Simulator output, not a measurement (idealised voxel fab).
Process module in this document: voxel self aligned contacts
Cross-section cut spans 285 nm and uses square cells 5 nm in size.
For the purposes of this document, a cross-section shall be understood as a grid of square cells, specified as bands listed in top-to-bottom order, each band consisting of one or more rows of cells.
Top height, bottom height, nm. Materials left to right, width each, nm. Single material + "edge to edge" = fills band edge to edge. "air" = empty.
Height is counted from the level 0, under which the received wafer is composed throughout of one material. The lowest of the bands is not closed at the bottom but continues downward, in the notation "top 0, no bottom".
Think of "30..40" as a width that walks from the first number to the second as you go down the band, top row to bottom row, taking equal-sized steps from row to row.
"identical to before" after a step means that no cell of the cross-section changed.
Each empty space that has no open way to the top and spans at least 8 cells appears under "Voids lacking openings" as width x height at distance, the distance counted from the left edge, all in nm.
after a step's settings: what the simulator itself notes on the step
The setting "overlay nm" may be written on the line of a step. When the step uses a mask, the value reports how far to the right of the planned place the mask lay, and a negative value reports that it lay to the left.

Listed below are the process steps as planned:
- 1: RECEIVE,material Si
- 2: OXIDIZE,depth nm 5
- 3: DIRECTIONAL_DEP,material polySi,thk nm 30
- 4: DIRECTIONAL_DEP,material SiN,thk nm 20
- 5: DIRECTIONAL_DEP,material aC,thk nm 15
- 6: PATTERN,tone cover,mask id GATE,material resist,width nm 25,pitch nm 60,thk nm 30,overlay nm 0
- 7: DIRECTIONAL_ETCH,etch materials aC,depth nm 15
- 8: STRIP,etch materials resist
- 9: DIRECTIONAL_ETCH,etch materials SiN,depth nm 20
- 10: DIRECTIONAL_ETCH,etch materials polySi,depth nm 30
- 11: STRIP,etch materials aC
- 12: CONFORMAL_DEP,material SiN,thk nm 10
- 13: DIRECTIONAL_ETCH,etch materials SiN,depth nm 10
- 14: FILL_DEP,material SiO2,thk nm 15
- 15: CMP,height nm 55
- 16: MASKED_ETCH,tone open,mask id CONTACT,width nm 45,pitch nm 60,etch materials SiO2,depth nm 60,overlay nm 0
- 17: CONFORMAL_DEP,material TiN,thk nm 5
- 18: FILL_DEP,material Ru,thk nm 10
- 19: CMP,height nm 55
- 20: CONFORMAL_DEP,material SiN,thk nm 5

Run as planned: first of two wafers:

Cross-section: wafer on arrival = after step 1:
top 0, no bottom: Si edge to edge
Voids lacking openings: none

After step 2: wafer cross-section:
top 0, bottom -5: SiO2 edge to edge
Rest of section, below -5: as before.

After step 3: wafer cross-section:
top 30, bottom 0: polySi edge to edge
Rest of section, below 0: as before.

After step 4: wafer cross-section:
top 50, bottom 30: SiN edge to edge
Rest of section, below 30: as before.

After step 5: wafer cross-section:
top 65, bottom 50: aC edge to edge
Rest of section, below 50: as before.

After step 6: wafer cross-section:
top 95, bottom 65: air (70)  resist (25)  air (35)  resist (25)  air (35)  resist (25)  air (70)
Rest of section, below 65: as before.

After step 7: wafer cross-section:
top 80, bottom 65: air (70)  resist (25)  air (35)  resist (25)  air (35)  resist (25)  air (70)
top 65, bottom 50: air (70)  aC (25)  air (35)  aC (25)  air (35)  aC (25)  air (70)
Rest of section, below 50: as before.

After step 8: wafer cross-section:
top 65, bottom 50: air (70)  aC (25)  air (35)  aC (25)  air (35)  aC (25)  air (70)
Rest of section, below 50: as before.

After step 9: wafer cross-section:
top 65, bottom 50: air (70)  aC (25)  air (35)  aC (25)  air (35)  aC (25)  air (70)
top 50, bottom 30: air (70)  SiN (25)  air (35)  SiN (25)  air (35)  SiN (25)  air (70)
Rest of section, below 30: as before.

After step 10: wafer cross-section:
top 65, bottom 50: air (70)  aC (25)  air (35)  aC (25)  air (35)  aC (25)  air (70)
top 50, bottom 30: air (70)  SiN (25)  air (35)  SiN (25)  air (35)  SiN (25)  air (70)
top 30, bottom 0: air (70)  polySi (25)  air (35)  polySi (25)  air (35)  polySi (25)  air (70)
Rest of section, below 0: as before.

After step 11: wafer cross-section:
top 50, bottom 30: air (70)  SiN (25)  air (35)  SiN (25)  air (35)  SiN (25)  air (70)
Rest of section, below 30: as before.

After step 12: wafer cross-section:
top 60, bottom 30: air (60)  SiN (45)  air (15)  SiN (45)  air (15)  SiN (45)  air (60)
top 30, bottom 10: air (60)  SiN (10)  polySi (25)  SiN (10)  air (15)  SiN (10)  polySi (25)  SiN (10)  air (15)  SiN (10)  polySi (25)  SiN (10)  air (60)
top 10, bottom 0: SiN (70)  polySi (25)  SiN (35)  polySi (25)  SiN (35)  polySi (25)  SiN (70)
Rest of section, below 0: as before.

After step 13: wafer cross-section:
top 50, bottom 30: air (60)  SiN (45)  air (15)  SiN (45)  air (15)  SiN (45)  air (60)
top 30, bottom 0: air (60)  SiN (10)  polySi (25)  SiN (10)  air (15)  SiN (10)  polySi (25)  SiN (10)  air (15)  SiN (10)  polySi (25)  SiN (10)  air (60)
Rest of section, below 0: as before.

After step 14: wafer cross-section:
top 65, bottom 50: SiO2 edge to edge
top 50, bottom 30: SiO2 (60)  SiN (45)  SiO2 (15)  SiN (45)  SiO2 (15)  SiN (45)  SiO2 (60)
top 30, bottom 0: SiO2 (60)  SiN (10)  polySi (25)  SiN (10)  SiO2 (15)  SiN (10)  polySi (25)  SiN (10)  SiO2 (15)  SiN (10)  polySi (25)  SiN (10)  SiO2 (60)
Rest of section, below 0: as before.

After step 15: wafer cross-section:
top 55, bottom 50: SiO2 edge to edge
Rest of section, below 50: as before.

After step 16: wafer cross-section:
top 55, bottom 50: SiO2 (90)  air (45)  SiO2 (15)  air (45)  SiO2 (90)
top 50, bottom 30: SiO2 (60)  SiN (45)  air (15)  SiN (45)  air (15)  SiN (45)  SiO2 (60)
top 30, bottom 0: SiO2 (60)  SiN (10)  polySi (25)  SiN (10)  air (15)  SiN (10)  polySi (25)  SiN (10)  air (15)  SiN (10)  polySi (25)  SiN (10)  SiO2 (60)
top 0, bottom -5: SiO2 (105)  air (15)  SiO2 (45)  air (15)  SiO2 (105)
Rest of section, below -5: as before.

After step 17: wafer cross-section:
top 60, bottom 55: TiN (95)  air (35)  TiN (25)  air (35)  TiN (95)
top 55, bottom 50: SiO2 (90)  TiN (20)  air (5)  TiN (20)  SiO2 (15)  TiN (20)  air (5)  TiN (20)  SiO2 (90)
top 50, bottom 30: SiO2 (60)  SiN (45)  TiN (5)  air (5)  TiN (5)  SiN (45)  TiN (5)  air (5)  TiN (5)  SiN (45)  SiO2 (60)
top 30, bottom 0: SiO2 (60)  SiN (10)  polySi (25)  SiN (10)  TiN (5)  air (5)  TiN (5)  SiN (10)  polySi (25)  SiN (10)  TiN (5)  air (5)  TiN (5)  SiN (10)  polySi (25)  SiN (10)  SiO2 (60)
top 0, bottom -5: SiO2 (105)  TiN (15)  SiO2 (45)  TiN (15)  SiO2 (105)
Rest of section, below -5: as before.

After step 18: wafer cross-section:
top 70, bottom 60: Ru edge to edge
top 60, bottom 55: TiN (95)  Ru (35)  TiN (25)  Ru (35)  TiN (95)
top 55, bottom 50: SiO2 (90)  TiN (20)  Ru (5)  TiN (20)  SiO2 (15)  TiN (20)  Ru (5)  TiN (20)  SiO2 (90)
top 50, bottom 30: SiO2 (60)  SiN (45)  TiN (5)  Ru (5)  TiN (5)  SiN (45)  TiN (5)  Ru (5)  TiN (5)  SiN (45)  SiO2 (60)
top 30, bottom 0: SiO2 (60)  SiN (10)  polySi (25)  SiN (10)  TiN (5)  Ru (5)  TiN (5)  SiN (10)  polySi (25)  SiN (10)  TiN (5)  Ru (5)  TiN (5)  SiN (10)  polySi (25)  SiN (10)  SiO2 (60)
Rest of section, below 0: as before.

After step 19: wafer cross-section:
top 55, bottom 50: SiO2 (90)  TiN (20)  Ru (5)  TiN (20)  SiO2 (15)  TiN (20)  Ru (5)  TiN (20)  SiO2 (90)
Rest of section, below 50: as before.

After step 20: wafer cross-section:
top 60, bottom 55: SiN edge to edge
Rest of section, below 55: as before.

Companion wafer, the second of two: same beginning, same intended sequence, one mistake in carrying it out; through step 5 inclusive it tracks the first exactly:

Second wafer: cross-section at the scheduled end of step 6:
top 95, bottom 65: air (65)  resist (35)  air (25)  resist (35)  air (25)  resist (35)  air (65)
Rest of section, below 65: as before.

Second wafer: cross-section at the scheduled end of step 7:
top 80, bottom 65: air (65)  resist (35)  air (25)  resist (35)  air (25)  resist (35)  air (65)
top 65, bottom 50: air (65)  aC (35)  air (25)  aC (35)  air (25)  aC (35)  air (65)
Rest of section, below 50: as before.

Second wafer: cross-section at the scheduled end of step 8:
top 65, bottom 50: air (65)  aC (35)  air (25)  aC (35)  air (25)  aC (35)  air (65)
Rest of section, below 50: as before.

Second wafer: cross-section at the scheduled end of step 9:
top 65, bottom 50: air (65)  aC (35)  air (25)  aC (35)  air (25)  aC (35)  air (65)
top 50, bottom 30: air (65)  SiN (35)  air (25)  SiN (35)  air (25)  SiN (35)  air (65)
Rest of section, below 30: as before.

Second wafer: cross-section at the scheduled end of step 10:
top 65, bottom 50: air (65)  aC (35)  air (25)  aC (35)  air (25)  aC (35)  air (65)
top 50, bottom 30: air (65)  SiN (35)  air (25)  SiN (35)  air (25)  SiN (35)  air (65)
top 30, bottom 0: air (65)  polySi (35)  air (25)  polySi (35)  air (25)  polySi (35)  air (65)
Rest of section, below 0: as before.

Second wafer: cross-section at the scheduled end of step 11:
top 50, bottom 30: air (65)  SiN (35)  air (25)  SiN (35)  air (25)  SiN (35)  air (65)
Rest of section, below 30: as before.

Second wafer: cross-section at the scheduled end of step 12:
top 60, bottom 30: air (55)  SiN (55)  air (5)  SiN (55)  air (5)  SiN (55)  air (55)
top 30, bottom 10: air (55)  SiN (10)  polySi (35)  SiN (10)  air (5)  SiN (10)  polySi (35)  SiN (10)  air (5)  SiN (10)  polySi (35)  SiN (10)  air (55)
top 10, bottom 0: SiN (65)  polySi (35)  SiN (25)  polySi (35)  SiN (25)  polySi (35)  SiN (65)
Rest of section, below 0: as before.

Second wafer: cross-section at the scheduled end of step 13:
top 50, bottom 30: air (55)  SiN (55)  air (5)  SiN (55)  air (5)  SiN (55)  air (55)
top 30, bottom 0: air (55)  SiN (10)  polySi (35)  SiN (10)  air (5)  SiN (10)  polySi (35)  SiN (10)  air (5)  SiN (10)  polySi (35)  SiN (10)  air (55)
Rest of section, below 0: as before.

Second wafer: cross-section at the scheduled end of step 14:
top 65, bottom 50: SiO2 edge to edge
top 50, bottom 30: SiO2 (55)  SiN (55)  SiO2 (5)  SiN (55)  SiO2 (5)  SiN (55)  SiO2 (55)
top 30, bottom 0: SiO2 (55)  SiN (10)  polySi (35)  SiN (10)  SiO2 (5)  SiN (10)  polySi (35)  SiN (10)  SiO2 (5)  SiN (10)  polySi (35)  SiN (10)  SiO2 (55)
Rest of section, below 0: as before.

Second wafer: cross-section at the scheduled end of step 15:
top 55, bottom 50: SiO2 edge to edge
Rest of section, below 50: as before.

Second wafer: cross-section at the scheduled end of step 16:
top 55, bottom 50: SiO2 (90)  air (45)  SiO2 (15)  air (45)  SiO2 (90)
top 50, bottom 30: SiO2 (55)  SiN (55)  air (5)  SiN (55)  air (5)  SiN (55)  SiO2 (55)
top 30, bottom 0: SiO2 (55)  SiN (10)  polySi (35)  SiN (10)  air (5)  SiN (10)  polySi (35)  SiN (10)  air (5)  SiN (10)  polySi (35)  SiN (10)  SiO2 (55)
top 0, bottom -5: SiO2 (110)  air (5)  SiO2 (55)  air (5)  SiO2 (110)
Rest of section, below -5: as before.

Second wafer: cross-section at the scheduled end of step 17:
top 60, bottom 55: TiN (95)  air (35)  TiN (25)  air (35)  TiN (95)
top 55, bottom 50: SiO2 (90)  TiN (45)  SiO2 (15)  TiN (45)  SiO2 (90)
top 50, bottom 30: SiO2 (55)  SiN (55)  TiN (5)  SiN (55)  TiN (5)  SiN (55)  SiO2 (55)
top 30, bottom 0: SiO2 (55)  SiN (10)  polySi (35)  SiN (10)  TiN (5)  SiN (10)  polySi (35)  SiN (10)  TiN (5)  SiN (10)  polySi (35)  SiN (10)  SiO2 (55)
top 0, bottom -5: SiO2 (110)  TiN (5)  SiO2 (55)  TiN (5)  SiO2 (110)
Rest of section, below -5: as before.

Second wafer: cross-section at the scheduled end of step 18:
top 70, bottom 60: Ru edge to edge
top 60, bottom 55: TiN (95)  Ru (35)  TiN (25)  Ru (35)  TiN (95)
Rest of section, below 55: as before.

Second wafer: cross-section at the scheduled end of step 19:
top 55, bottom 50: SiO2 (90)  TiN (45)  SiO2 (15)  TiN (45)  SiO2 (90)
Rest of section, below 50: as before.

Second wafer: cross-section at the scheduled end of step 20:
top 60, bottom 55: SiN edge to edge
Rest of section, below 55: as before.
Want to know what went wrong? contrary to plan, step 6 was performed as PATTERN,tone cover,mask id GATE,material resist,width nm 35,pitch nm 60,thk nm 30,overlay nm 0
Counted in cells at the end, the second wafer holds more or fewer of these materials than the first: Ru: 22 fewer; SiN: 24 more; SiO2: 16 fewer; TiN: 22 fewer; polySi: 36 more
